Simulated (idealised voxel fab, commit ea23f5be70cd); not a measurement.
process module | voxel self aligned vias
cross-section cut | 225 nm wide | cells 5 nm
A cross-section is a grid of square cells, given in bands from the top down. A band is one or more rows of cells.
Each band's line starts with the height of the band's top and of its bottom, in nm. Then come its materials from left to right, each with its width in nm. One material with "throughout" fills the band from edge to edge. "air" is empty space.
Height 0 is the level under which the wafer as received is all one material. The lowest band goes on downwards, as in "0 down".
A width such as "30 to 40" changes by the same amount from each row of cells to the next, from the band's top row to its bottom row.
"no change" after a step means that no cell of the cross-section changed.
closed voids: empty space of 8 cells or more with no open way to the top, each as width x height at its distance from the left edge, in nm
after a step's settings: what the simulator itself notes on the step
overlay nm, on a step with a mask: how far to the right of its planned place the mask lay; to the left if negative
plan
1 op RECEIVE | material Si
2 op CONFORMAL_DEP | material SiO2 | thk nm 15
3 op CONFORMAL_DEP | material SiCN | thk nm 5
4 op DIRECTIONAL_DEP | material SiO2 | thk nm 25
5 op DIRECTIONAL_DEP | material aC | thk nm 10
6 op PATTERN | tone open | mask id LINES | material resist | width nm 30 | pitch nm 55 | thk nm 25 | overlay nm 0
7 op DIRECTIONAL_ETCH | etch materials aC | depth nm 10
8 op STRIP | etch materials resist
9 op DIRECTIONAL_ETCH | etch materials SiO2 | depth nm 25
10 op STRIP | etch materials aC
11 op CONFORMAL_DEP | material TiN | thk nm 5
12 op FILL_DEP | material Ru | thk nm 10
13 op CMP | height nm 45
14 op SELECTIVE_ETCH | etch materials W Ru TiN | depth nm 10
15 op FILL_DEP | material SiN | thk nm 10
16 op CMP | height nm 45
17 op DIRECTIONAL_DEP | material SiO2 | thk nm 15
18 op DIRECTIONAL_DEP | material aC | thk nm 15
19 op PATTERN | tone open | mask id VIAS | material resist | width nm 40 | thk nm 35 | overlay nm 0
20 op DIRECTIONAL_ETCH | etch materials aC | depth nm 15
21 op STRIP | etch materials resist
22 op DIRECTIONAL_ETCH | etch materials SiO2 | depth nm 15
23 op DIRECTIONAL_ETCH | etch materials SiN | depth nm 10
24 op STRIP | etch materials aC
25 op CONFORMAL_DEP | material TiN | thk nm 5
26 op FILL_DEP | material Ru | thk nm 10
27 op CMP | height nm 60
28 op CONFORMAL_DEP | material SiN | thk nm 5
as received, after step 1
  0 down: Si throughout
  closed voids: none
first wafer at the end, as planned
  65 to 60: SiN throughout
  60 to 50: SiO2 65 | TiN 5 | Ru 30 | TiN 5 | SiO2 120
  50 to 45: SiO2 65 | TiN 10 | Ru 20 | TiN 10 | SiO2 120
  45 to 40: SiO2 70 | TiN 5 | Ru 20 | TiN 5 | SiO2 25 | SiN 30 | SiO2 70
  40 to 35: SiO2 70 | TiN 30 | SiO2 25 | SiN 30 | SiO2 70
  35 to 25: SiO2 70 | TiN 5 | Ru 20 | TiN 5 | SiO2 25 | TiN 5 | Ru 20 | TiN 5 | SiO2 70
  25 to 20: SiO2 70 | TiN 30 | SiO2 25 | TiN 30 | SiO2 70
  20 to 15: SiCN throughout
  15 to 0: SiO2 throughout
  0 down: Si throughout
  closed voids: none
second wafer at the end: like start, like plan, one mistake
  65 to 60: SiN throughout
  60 to 45: SiO2 65 | TiN 5 | Ru 30 | TiN 5 | SiO2 120
  45 to 40: SiO2 65 | TiN 5 | Ru 30 | TiN 5 | SiO2 20 | SiN 30 | SiO2 70
  40 to 35: SiO2 65 | TiN 40 | SiO2 20 | SiN 30 | SiO2 70
  35 to 25: SiO2 65 to 70 | TiN 10 to 5 | Ru 20 | TiN 10 to 5 | SiO2 20 to 25 | TiN 5 | Ru 20 | TiN 5 | SiO2 70
  25 to 20: SiO2 70 | TiN 30 | SiO2 25 | TiN 30 | SiO2 70
  20 to 15: SiCN throughout
  15 to 0: SiO2 throughout
  0 down: Si throughout
  closed voids: none
what went wrong: step 22 was run twice
at the end the second wafer has, in cells: 4 more of Ru | 6 fewer of SiO2 | 2 more of TiN
